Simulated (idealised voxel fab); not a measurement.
Herein follows the process module entitled voxel capacitor over wiring.
Section cut is 175 nm wide and gridded with 5 nm square cells.
For the purposes of this document, a cross-section shall be understood as a grid of square cells, specified as bands listed in top-to-bottom order, each band consisting of one or more rows of cells.
Read a band's entry like this: the first values are the height of its top and the height of its bottom in nm, and what follows is the sequence of materials from left to right, each with its width in nm. Note that "blank" is empty space, and that a single material marked "everywhere" reaches across the band from edge to edge.
We count height from 0. Below that, the starting wafer is all one material. The lowest band never ends at the bottom but goes on down; see "0 -> down" for how that is written.
Read "30 to 40" as a graded width: first number on top, second number at the bottom, same change between each pair of neighbouring rows.
The designation "no alterations made", where it is given for a processing step, indicates that no cell of the cross-section was altered in the course of that step.
"Entrapped voids" contains a list of empty spaces, each no smaller than 8 cells and without an open way to the top, written in the form width x height at distance with the distance from the left edge and all three in nm.
Note: text after step settings on the step line = simulator remark on that step.
overlay nm: mask offset rightward from planned place, masked step; negative means leftward offset.

### Listed below are the process steps as planned
step 1: RECEIVE | material Si
step 2: CONFORMAL_DEP | material SiO2 | thk nm 10
step 3: CONFORMAL_DEP | material SiCN | thk nm 5
step 4: DIRECTIONAL_DEP | material lowk | thk nm 15
step 5: PATTERN | tone open | mask id METAL_1 | material resist | width nm 20 | pitch nm 90 | thk nm 15 | overlay nm 0
step 6: DIRECTIONAL_ETCH | etch materials lowk | depth nm 15
step 7: DIRECTIONAL_ETCH | etch materials SiCN | depth nm 5
step 8: STRIP | etch materials resist
step 9: CONFORMAL_DEP | material TiN | thk nm 5
step 10: FILL_DEP | material Cu | thk nm 5
step 11: CMP | height nm 30
step 12: EPI | material Ru | thk nm 5
step 13: FILL_DEP | material SiCN | thk nm 5
step 14: DIRECTIONAL_DEP | material lowk | thk nm 15
step 15: DIRECTIONAL_DEP | material aC | thk nm 10
step 16: PATTERN | tone open | mask id PLUG_1 | material resist | width nm 15 | thk nm 25 | overlay nm 0
step 17: DIRECTIONAL_ETCH | etch materials aC | depth nm 10
step 18: STRIP | etch materials resist
step 19: DIRECTIONAL_ETCH | etch materials lowk | depth nm 15
step 20: DIRECTIONAL_ETCH | etch materials SiCN | depth nm 5
step 21: STRIP | etch materials aC
step 22: CONFORMAL_DEP | material TiN | thk nm 5
step 23: FILL_DEP | material Ru | thk nm 5
step 24: CMP | height nm 55
step 25: DIRECTIONAL_DEP | material TiN | thk nm 5
step 26: DIRECTIONAL_DEP | material Al2O3 | thk nm 5
step 27: DIRECTIONAL_DEP | material TiN | thk nm 10
step 28: MASKED_ETCH | tone cover | mask id UPPER_PLATE | width nm 75 | etch materials TiN | depth nm 10 | overlay nm 0
step 29: MASKED_ETCH | tone cover | mask id UPPER_PLATE | width nm 75 | etch materials Al2O3 | depth nm 5 | overlay nm 0
step 30: MASKED_ETCH | tone cover | mask id LOWER_PLATE | width nm 85 | etch materials TiN | depth nm 5 | overlay nm 0
step 31: FILL_DEP | material SiO2 | thk nm 20
step 32: CMP | height nm 90
step 33: MASKED_ETCH | tone open | mask id PLUG_2 | width nm 15 | etch materials SiO2 | depth nm 15 | overlay nm 0
step 34: CONFORMAL_DEP | material TiN | thk nm 5
step 35: FILL_DEP | material W | thk nm 10
step 36: CMP | height nm 90
step 37: CONFORMAL_DEP | material SiN | thk nm 5

### The first of two wafers, run as planned

### Cross-section of the wafer as it came to us, i.e., already through step 1
- 0 -> down  Si everywhere
- Entrapped voids: none

### Take a look at the wafer's cross-section after step 2
- 10 -> 0  SiO2 everywhere
- Everything below 0 is unchanged.

### Take a look at the wafer's cross-section after step 3
- 15 -> 10  SiCN everywhere
- Everything below 10 is unchanged.

### Take a look at the wafer's cross-section after step 4
- 30 -> 15  lowk everywhere
- Everything below 15 is unchanged.

### Take a look at the wafer's cross-section after step 5
- 45 -> 30  30 nm resist; 20 nm blank; 70 nm resist; 20 nm blank; 35 nm resist
- Everything below 30 is unchanged.

### Take a look at the wafer's cross-section after step 6
- 45 -> 30  30 nm resist; 20 nm blank; 70 nm resist; 20 nm blank; 35 nm resist
- 30 -> 15  30 nm lowk; 20 nm blank; 70 nm lowk; 20 nm blank; 35 nm lowk
- Everything below 15 is unchanged.

### Take a look at the wafer's cross-section after step 7
- 45 -> 30  30 nm resist; 20 nm blank; 70 nm resist; 20 nm blank; 35 nm resist
- 30 -> 15  30 nm lowk; 20 nm blank; 70 nm lowk; 20 nm blank; 35 nm lowk
- 15 -> 10  30 nm SiCN; 20 nm blank; 70 nm SiCN; 20 nm blank; 35 nm SiCN
- Everything below 10 is unchanged.

### Take a look at the wafer's cross-section after step 8
- 30 -> 15  30 nm lowk; 20 nm blank; 70 nm lowk; 20 nm blank; 35 nm lowk
- Everything below 15 is unchanged.

### Take a look at the wafer's cross-section after step 9
- 35 -> 30  35 nm TiN; 10 nm blank; 80 nm TiN; 10 nm blank; 40 nm TiN
- 30 -> 15  30 nm lowk; 5 nm TiN; 10 nm blank; 5 nm TiN; 70 nm lowk; 5 nm TiN; 10 nm blank; 5 nm TiN; 35 nm lowk
- 15 -> 10  30 nm SiCN; 20 nm TiN; 70 nm SiCN; 20 nm TiN; 35 nm SiCN
- Everything below 10 is unchanged.

### Take a look at the wafer's cross-section after step 10
- 40 -> 35  Cu everywhere
- 35 -> 30  35 nm TiN; 10 nm Cu; 80 nm TiN; 10 nm Cu; 40 nm TiN
- 30 -> 15  30 nm lowk; 5 nm TiN; 10 nm Cu; 5 nm TiN; 70 nm lowk; 5 nm TiN; 10 nm Cu; 5 nm TiN; 35 nm lowk
- Everything below 15 is unchanged.

### Take a look at the wafer's cross-section after step 11
- 30 -> 15  30 nm lowk; 5 nm TiN; 10 nm Cu; 5 nm TiN; 70 nm lowk; 5 nm TiN; 10 nm Cu; 5 nm TiN; 35 nm lowk
- Everything below 15 is unchanged.

### Take a look at the wafer's cross-section after step 12
- 35 -> 30  25 nm blank; 30 nm Ru; 60 nm blank; 30 nm Ru; 30 nm blank
- Everything below 30 is unchanged.

### Take a look at the wafer's cross-section after step 13
- 40 -> 35  SiCN everywhere
- 35 -> 30  25 nm SiCN; 30 nm Ru; 60 nm SiCN; 30 nm Ru; 30 nm SiCN
- Everything below 30 is unchanged.

### Take a look at the wafer's cross-section after step 14
- 55 -> 40  lowk everywhere
- Everything below 40 is unchanged.

### Take a look at the wafer's cross-section after step 15
- 65 -> 55  aC everywhere
- Everything below 55 is unchanged.

### Take a look at the wafer's cross-section after step 16
- 90 -> 65  35 nm resist; 15 nm blank; 125 nm resist
- Everything below 65 is unchanged.

### Take a look at the wafer's cross-section after step 17
- 80 -> 65  35 nm resist; 15 nm blank; 125 nm resist
- 65 -> 55  35 nm aC; 15 nm blank; 125 nm aC
- Everything below 55 is unchanged.

### Take a look at the wafer's cross-section after step 18
- 65 -> 55  35 nm aC; 15 nm blank; 125 nm aC
- Everything below 55 is unchanged.

### Take a look at the wafer's cross-section after step 19
- 65 -> 55  35 nm aC; 15 nm blank; 125 nm aC
- 55 -> 40  35 nm lowk; 15 nm blank; 125 nm lowk
- Everything below 40 is unchanged.

### Take a look at the wafer's cross-section after step 20
- 65 -> 55  35 nm aC; 15 nm blank; 125 nm aC
- 55 -> 40  35 nm lowk; 15 nm blank; 125 nm lowk
- 40 -> 35  35 nm SiCN; 15 nm blank; 125 nm SiCN
- Everything below 35 is unchanged.

### Take a look at the wafer's cross-section after step 21
- 55 -> 40  35 nm lowk; 15 nm blank; 125 nm lowk
- Everything below 40 is unchanged.

### Take a look at the wafer's cross-section after step 22
- 60 -> 55  40 nm TiN; 5 nm blank; 130 nm TiN
- 55 -> 40  35 nm lowk; 5 nm TiN; 5 nm blank; 5 nm TiN; 125 nm lowk
- 40 -> 35  35 nm SiCN; 15 nm TiN; 125 nm SiCN
- Everything below 35 is unchanged.

### Take a look at the wafer's cross-section after step 23
- 65 -> 60  Ru everywhere
- 60 -> 55  40 nm TiN; 5 nm Ru; 130 nm TiN
- 55 -> 40  35 nm lowk; 5 nm TiN; 5 nm Ru; 5 nm TiN; 125 nm lowk
- Everything below 40 is unchanged.

### Take a look at the wafer's cross-section after step 24
- 55 -> 40  35 nm lowk; 5 nm TiN; 5 nm Ru; 5 nm TiN; 125 nm lowk
- Everything below 40 is unchanged.

### Take a look at the wafer's cross-section after step 25
- 60 -> 55  TiN everywhere
- Everything below 55 is unchanged.

### Take a look at the wafer's cross-section after step 26
- 65 -> 60  Al2O3 everywhere
- Everything below 60 is unchanged.

### Take a look at the wafer's cross-section after step 27
- 75 -> 65  TiN everywhere
- Everything below 65 is unchanged.

### Take a look at the wafer's cross-section after step 28
- 75 -> 65  35 nm blank; 75 nm TiN; 65 nm blank
- Everything below 65 is unchanged.

### Take a look at the wafer's cross-section after step 29
- 75 -> 65  35 nm blank; 75 nm TiN; 65 nm blank
- 65 -> 60  35 nm blank; 75 nm Al2O3; 65 nm blank
- Everything below 60 is unchanged.

### Take a look at the wafer's cross-section after step 30
- 75 -> 65  35 nm blank; 75 nm TiN; 65 nm blank
- 65 -> 60  35 nm blank; 75 nm Al2O3; 65 nm blank
- 60 -> 55  30 nm blank; 85 nm TiN; 60 nm blank
- Everything below 55 is unchanged.

### Take a look at the wafer's cross-section after step 31
- 95 -> 75  SiO2 everywhere
- 75 -> 65  35 nm SiO2; 75 nm TiN; 65 nm SiO2
- 65 -> 60  35 nm SiO2; 75 nm Al2O3; 65 nm SiO2
- 60 -> 55  30 nm SiO2; 85 nm TiN; 60 nm SiO2
- Everything below 55 is unchanged.

### Take a look at the wafer's cross-section after step 32
- 90 -> 75  SiO2 everywhere
- Everything below 75 is unchanged.

### Take a look at the wafer's cross-section after step 33
- 90 -> 75  45 nm SiO2; 15 nm blank; 115 nm SiO2
- Everything below 75 is unchanged.

### Take a look at the wafer's cross-section after step 34
- 95 -> 90  50 nm TiN; 5 nm blank; 120 nm TiN
- 90 -> 80  45 nm SiO2; 5 nm TiN; 5 nm blank; 5 nm TiN; 115 nm SiO2
- 80 -> 75  45 nm SiO2; 15 nm TiN; 115 nm SiO2
- Everything below 75 is unchanged.

### Take a look at the wafer's cross-section after step 35
- 105 -> 95  W everywhere
- 95 -> 90  50 nm TiN; 5 nm W; 120 nm TiN
- 90 -> 80  45 nm SiO2; 5 nm TiN; 5 nm W; 5 nm TiN; 115 nm SiO2
- Everything below 80 is unchanged.

### Take a look at the wafer's cross-section after step 36
- 90 -> 80  45 nm SiO2; 5 nm TiN; 5 nm W; 5 nm TiN; 115 nm SiO2
- Everything below 80 is unchanged.

### Take a look at the wafer's cross-section after step 37
- 95 -> 90  SiN everywhere
- Everything below 90 is unchanged.

### Second wafer, same starting conditions and recipe as the first, one mistake in executing it, nothing differs from the first up to and including step 32

### The second wafer cut through, at the time step 33 was supposed to be finished
- 90 -> 75  40 nm SiO2; 15 nm blank; 120 nm SiO2
- Everything below 75 is unchanged.

### The second wafer cut through, at the time step 34 was supposed to be finished
- 95 -> 90  45 nm TiN; 5 nm blank; 125 nm TiN
- 90 -> 80  40 nm SiO2; 5 nm TiN; 5 nm blank; 5 nm TiN; 120 nm SiO2
- 80 -> 75  40 nm SiO2; 15 nm TiN; 120 nm SiO2
- Everything below 75 is unchanged.

### The second wafer cut through, at the time step 35 was supposed to be finished
- 105 -> 95  W everywhere
- 95 -> 90  45 nm TiN; 5 nm W; 125 nm TiN
- 90 -> 80  40 nm SiO2; 5 nm TiN; 5 nm W; 5 nm TiN; 120 nm SiO2
- Everything below 80 is unchanged.

### The second wafer cut through, at the time step 36 was supposed to be finished
- 90 -> 80  40 nm SiO2; 5 nm TiN; 5 nm W; 5 nm TiN; 120 nm SiO2
- Everything below 80 is unchanged.

### The second wafer cut through, at the time step 37 was supposed to be finished
- 95 -> 90  SiN everywhere
- Everything below 90 is unchanged.
What was the processing mistake? step 33, actual vs plan mismatch, actual run MASKED_ETCH | tone open | mask id PLUG_2 | width nm 15 | etch materials SiO2 | depth nm 15 | overlay nm -5
Heads up: at the end the two wafers have identical cell counts per material, they're just laid out differently.
